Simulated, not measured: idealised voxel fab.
process module | voxel trench capacitor
cross-section cut | 275 nm wide | cells 5 nm
A cross-section is a grid of square cells, given in bands from the top down. A band is one or more rows of cells.
Each band's line starts with the height of the band's top and of its bottom, in nm. Then come its materials from left to right, each with its width in nm. One material with "throughout" fills the band from edge to edge. "air" is empty space.
Height 0 is the level under which the wafer as received is all one material. The lowest band goes on downwards, as in "0 down".
A width such as "30 to 40" changes by the same amount from each row of cells to the next, from the band's top row to its bottom row.
"no change" after a step means that no cell of the cross-section changed.
closed voids: empty space of 8 cells or more with no open way to the top, each as width x height at its distance from the left edge, in nm
after a step's settings: what the simulator itself notes on the step
overlay nm, on a step with a mask: how far to the right of its planned place the mask lay; to the left if negative
plan
1 op RECEIVE | material Si
2 op CONFORMAL_DEP | material SiN | thk nm 5
3 op MASKED_ETCH | tone open | mask id TRENCH | width nm 20 | pitch nm 35 | etch materials SiN | depth nm 5 | overlay nm 0
4 op MASKED_ETCH | tone open | mask id TRENCH | width nm 20 | pitch nm 35 | etch materials Si | depth nm 40 | overlay nm -15
5 op CONFORMAL_DEP | material Al2O3 | thk nm 5
6 op FILL_DEP | material polySi | thk nm 5
7 op CMP | height nm 5
varied across the wafers: overlay nm of step 4. The plan shows the first wafer's value. All wafers start alike
first wafer as received, after step 1
  0 down: Si throughout
  closed voids: none
first wafer at the end, after step 7
  5 to 0: SiN 75 | Al2O3 20 | SiN 15 | Al2O3 20 | SiN 15 | Al2O3 20 | SiN 15 | Al2O3 20 | SiN 75
  0 to -40: Si 75 | Al2O3 5 | Si 30 | Al2O3 5 | Si 30 | Al2O3 5 | Si 30 | Al2O3 5 | Si 90
  -40 down: Si throughout
  closed voids: none
last wafer at the end
  5 to 0: SiN 75 | Al2O3 20 | SiN 15 | Al2O3 20 | SiN 15 | Al2O3 20 | SiN 15 | Al2O3 20 | SiN 75
  0 to -40: Si 90 | Al2O3 5 | Si 30 | Al2O3 5 | Si 30 | Al2O3 5 | Si 30 | Al2O3 5 | Si 75
  -40 down: Si throughout
  closed voids: none
each wafer at the end: cells of each material gained (+) or lost (-) since it was received, then its closed voids
overlay nm -15 | +48 Al2O3 | -32 Si | +39 SiN | closed voids: none
overlay nm -10 | +80 Al2O3 | -64 Si | +39 SiN | closed voids: none
overlay nm -5 | +80 Al2O3 | -96 Si | +39 SiN | +32 polySi | closed voids: none
overlay nm 0 | +80 Al2O3 | -128 Si | +39 SiN | +64 polySi | closed voids: none
overlay nm 5 | +80 Al2O3 | -96 Si | +39 SiN | +32 polySi | closed voids: none
overlay nm 10 | +80 Al2O3 | -64 Si | +39 SiN | closed voids: none
overlay nm 15 | +48 Al2O3 | -32 Si | +39 SiN | closed voids: none
